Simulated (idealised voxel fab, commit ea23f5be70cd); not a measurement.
process module | voxel lift off
cross-section cut | 295 nm wide | cells 5 nm
A cross-section is a grid of square cells, given in bands from the top down. A band is one or more rows of cells.
Each band's line starts with the height of the band's top and of its bottom, in nm. Then come its materials from left to right, each with its width in nm. One material with "throughout" fills the band from edge to edge. "air" is empty space.
Height 0 is the level under which the wafer as received is all one material. The lowest band goes on downwards, as in "0 down".
A width such as "30 to 40" changes by the same amount from each row of cells to the next, from the band's top row to its bottom row.
"no change" after a step means that no cell of the cross-section changed.
closed voids: empty space of 8 cells or more with no open way to the top, each as width x height at its distance from the left edge, in nm
after a step's settings: what the simulator itself notes on the step
overlay nm, on a step with a mask: how far to the right of its planned place the mask lay; to the left if negative
Each pair below shows a cross-section before one step and the cross-section after it, down to the lowest band that changed. The line under each pair gives the step between them, with its settings. The pairs can come from different runs of this module on the same starting wafer, so a pair continues from the pair above only where its "before" says so.
before
  0 down: Si throughout
  closed voids: none
after
  5 to 0: Al2O3 throughout
  below 0: unchanged
  closed voids: none
the step between: op CONFORMAL_DEP | material Al2O3 | thk nm 5
before: the cross-section after the pair above
after
  35 to 5: resist 105 | air 30 | resist 20 | air 30 | resist 110
  below 5: unchanged
  closed voids: none
the step between: op PATTERN | tone open | mask id LINES | material resist | width nm 30 | pitch nm 50 | thk nm 30 | overlay nm 0
before: the cross-section after the pair above
after
  50 to 35: Ru 105 | air 30 | Ru 20 | air 30 | Ru 110
  35 to 20: resist 105 | air 30 | resist 20 | air 30 | resist 110
  20 to 5: resist 105 | Ru 30 | resist 20 | Ru 30 | resist 110
  below 5: unchanged
  closed voids: none
the step between: op DIRECTIONAL_DEP | material Ru | thk nm 15
before: the cross-section after the pair above
after
  20 to 5: air 105 | Ru 30 | air 20 | Ru 30 | air 110
  below 5: unchanged
  closed voids: none
the step between: op STRIP | etch materials resist
before: the cross-section after the pair above
after
  25 to 20: air 100 | SiCN 40 | air 10 | SiCN 40 | air 105
  20 to 10: air 100 | SiCN 5 | Ru 30 | SiCN 5 | air 10 | SiCN 5 | Ru 30 | SiCN 5 | air 105
  10 to 5: SiCN 105 | Ru 30 | SiCN 20 | Ru 30 | SiCN 110
  below 5: unchanged
  closed voids: none
the step between: op CONFORMAL_DEP | material SiCN | thk nm 5
before
  0 down: Si throughout
  closed voids: none
after
  30 to 0: resist 105 | air 30 | resist 20 | air 30 | resist 110
  below 0: unchanged
  closed voids: none
the step between: op PATTERN | tone open | mask id LINES | material resist | width nm 30 | pitch nm 50 | thk nm 30 | overlay nm 0
before: the cross-section after the pair above
after
  45 to 30: Ru 105 | air 30 | Ru 20 | air 30 | Ru 110
  30 to 15: resist 105 | air 30 | resist 20 | air 30 | resist 110
  15 to 0: resist 105 | Ru 30 | resist 20 | Ru 30 | resist 110
  below 0: unchanged
  closed voids: none
the step between: op DIRECTIONAL_DEP | material Ru | thk nm 15
before: the cross-section after the pair above
after
  15 to 0: air 105 | Ru 30 | air 20 | Ru 30 | air 110
  below 0: unchanged
  closed voids: none
the step between: op STRIP | etch materials resist
before: the cross-section after the pair above
after
  20 to 15: air 100 | SiCN 40 | air 10 | SiCN 40 | air 105
  15 to 5: air 100 | SiCN 5 | Ru 30 | SiCN 5 | air 10 | SiCN 5 | Ru 30 | SiCN 5 | air 105
  5 to 0: SiCN 105 | Ru 30 | SiCN 20 | Ru 30 | SiCN 110
  below 0: unchanged
  closed voids: none
the step between: op CONFORMAL_DEP | material SiCN | thk nm 5
before
  35 to 5: resist 105 | air 30 | resist 20 | air 30 | resist 110
  5 to 0: Al2O3 throughout
  0 down: Si throughout
  closed voids: none
after
  60 to 35: Ru 105 | air 30 | Ru 20 | air 30 | Ru 110
  35 to 30: resist 105 | air 30 | resist 20 | air 30 | resist 110
  30 to 5: resist 105 | Ru 30 | resist 20 | Ru 30 | resist 110
  below 5: unchanged
  closed voids: none
the step between: op DIRECTIONAL_DEP | material Ru | thk nm 25
before: the cross-section after the pair above
after
  30 to 5: air 105 | Ru 30 | air 20 | Ru 30 | air 110
  below 5: unchanged
  closed voids: none
the step between: op STRIP | etch materials resist
before: the cross-section after the pair above
after
  35 to 30: air 100 | SiCN 40 | air 10 | SiCN 40 | air 105
  30 to 10: air 100 | SiCN 5 | Ru 30 | SiCN 5 | air 10 | SiCN 5 | Ru 30 | SiCN 5 | air 105
  10 to 5: SiCN 105 | Ru 30 | SiCN 20 | Ru 30 | SiCN 110
  below 5: unchanged
  closed voids: none
the step between: op CONFORMAL_DEP | material SiCN | thk nm 5
before
  5 to 0: Al2O3 throughout
  0 down: Si throughout
  closed voids: none
after
  35 to 5: resist 105 | air 35 | resist 15 | air 35 | resist 105
  below 5: unchanged
  closed voids: none
the step between: op PATTERN | tone open | mask id LINES | material resist | width nm 35 | pitch nm 50 | thk nm 30 | overlay nm 0
before: the cross-section after the pair above
after
  50 to 35: Ru 105 | air 35 | Ru 15 | air 35 | Ru 105
  35 to 20: resist 105 | air 35 | resist 15 | air 35 | resist 105
  20 to 5: resist 105 | Ru 35 | resist 15 | Ru 35 | resist 105
  below 5: unchanged
  closed voids: none
the step between: op DIRECTIONAL_DEP | material Ru | thk nm 15
before: the cross-section after the pair above
after
  20 to 5: air 105 | Ru 35 | air 15 | Ru 35 | air 105
  below 5: unchanged
  closed voids: none
the step between: op STRIP | etch materials resist
before: the cross-section after the pair above
after
  25 to 20: air 100 | SiCN 45 | air 5 | SiCN 45 | air 100
  20 to 10: air 100 | SiCN 5 | Ru 35 | SiCN 5 | air 5 | SiCN 5 | Ru 35 | SiCN 5 | air 100
  10 to 5: SiCN 105 | Ru 35 | SiCN 15 | Ru 35 | SiCN 105
  below 5: unchanged
  closed voids: none
the step between: op CONFORMAL_DEP | material SiCN | thk nm 5
before
  5 to 0: Al2O3 throughout
  0 down: Si throughout
  closed voids: none
after
  35 to 5: resist 95 | air 30 | resist 20 | air 30 | resist 120
  below 5: unchanged
  closed voids: none
the step between: op PATTERN | tone open | mask id LINES | material resist | width nm 30 | pitch nm 50 | thk nm 30 | overlay nm -10
before: the cross-section after the pair above
after
  50 to 35: Ru 95 | air 30 | Ru 20 | air 30 | Ru 120
  35 to 20: resist 95 | air 30 | resist 20 | air 30 | resist 120
  20 to 5: resist 95 | Ru 30 | resist 20 | Ru 30 | resist 120
  below 5: unchanged
  closed voids: none
the step between: op DIRECTIONAL_DEP | material Ru | thk nm 15
before: the cross-section after the pair above
after
  20 to 5: air 95 | Ru 30 | air 20 | Ru 30 | air 120
  below 5: unchanged
  closed voids: none
the step between: op STRIP | etch materials resist
before: the cross-section after the pair above
after
  25 to 20: air 90 | SiCN 40 | air 10 | SiCN 40 | air 115
  20 to 10: air 90 | SiCN 5 | Ru 30 | SiCN 5 | air 10 | SiCN 5 | Ru 30 | SiCN 5 | air 115
  10 to 5: SiCN 95 | Ru 30 | SiCN 20 | Ru 30 | SiCN 120
  below 5: unchanged
  closed voids: none
the step between: op CONFORMAL_DEP | material SiCN | thk nm 5
before
  35 to 5: resist 105 | air 30 | resist 20 | air 30 | resist 110
  5 to 0: Al2O3 throughout
  0 down: Si throughout
  closed voids: none
after
  50 to 35: SiCN 105 | air 30 | SiCN 20 | air 30 | SiCN 110
  35 to 20: resist 105 | air 30 | resist 20 | air 30 | resist 110
  20 to 5: resist 105 | SiCN 30 | resist 20 | SiCN 30 | resist 110
  below 5: unchanged
  closed voids: none
the step between: op DIRECTIONAL_DEP | material SiCN | thk nm 15
before: the cross-section after the pair above
after
  20 to 5: air 105 | SiCN 30 | air 20 | SiCN 30 | air 110
  below 5: unchanged
  closed voids: none
the step between: op STRIP | etch materials resist
before: the cross-section after the pair above
after
  25 to 10: air 100 | SiCN 40 | air 10 | SiCN 40 | air 105
  10 to 5: SiCN throughout
  below 5: unchanged
  closed voids: none
the step between: op CONFORMAL_DEP | material SiCN | thk nm 5
before
  5 to 0: Al2O3 throughout
  0 down: Si throughout
  closed voids: none
after
  35 to 5: air 105 | resist 30 | air 20 | resist 30 | air 110
  below 5: unchanged
  closed voids: none
the step between: op PATTERN | tone cover | mask id LINES | material resist | width nm 30 | pitch nm 50 | thk nm 30 | overlay nm 0
before: the cross-section after the pair above
after
  50 to 35: air 105 | Ru 30 | air 20 | Ru 30 | air 110
  35 to 20: air 105 | resist 30 | air 20 | resist 30 | air 110
  20 to 5: Ru 105 | resist 30 | Ru 20 | resist 30 | Ru 110
  below 5: unchanged
  closed voids: none
the step between: op DIRECTIONAL_DEP | material Ru | thk nm 15
before: the cross-section after the pair above
after
  20 to 5: Ru 105 | air 30 | Ru 20 | air 30 | Ru 110
  below 5: unchanged
  closed voids: none
the step between: op STRIP | etch materials resist
before: the cross-section after the pair above
after
  25 to 20: SiCN 110 | air 20 | SiCN 30 | air 20 | SiCN 115
  20 to 10: Ru 105 | SiCN 5 | air 20 | SiCN 5 | Ru 20 | SiCN 5 | air 20 | SiCN 5 | Ru 110
  10 to 5: Ru 105 | SiCN 30 | Ru 20 | SiCN 30 | Ru 110
  below 5: unchanged
  closed voids: none
the step between: op CONFORMAL_DEP | material SiCN | thk nm 5
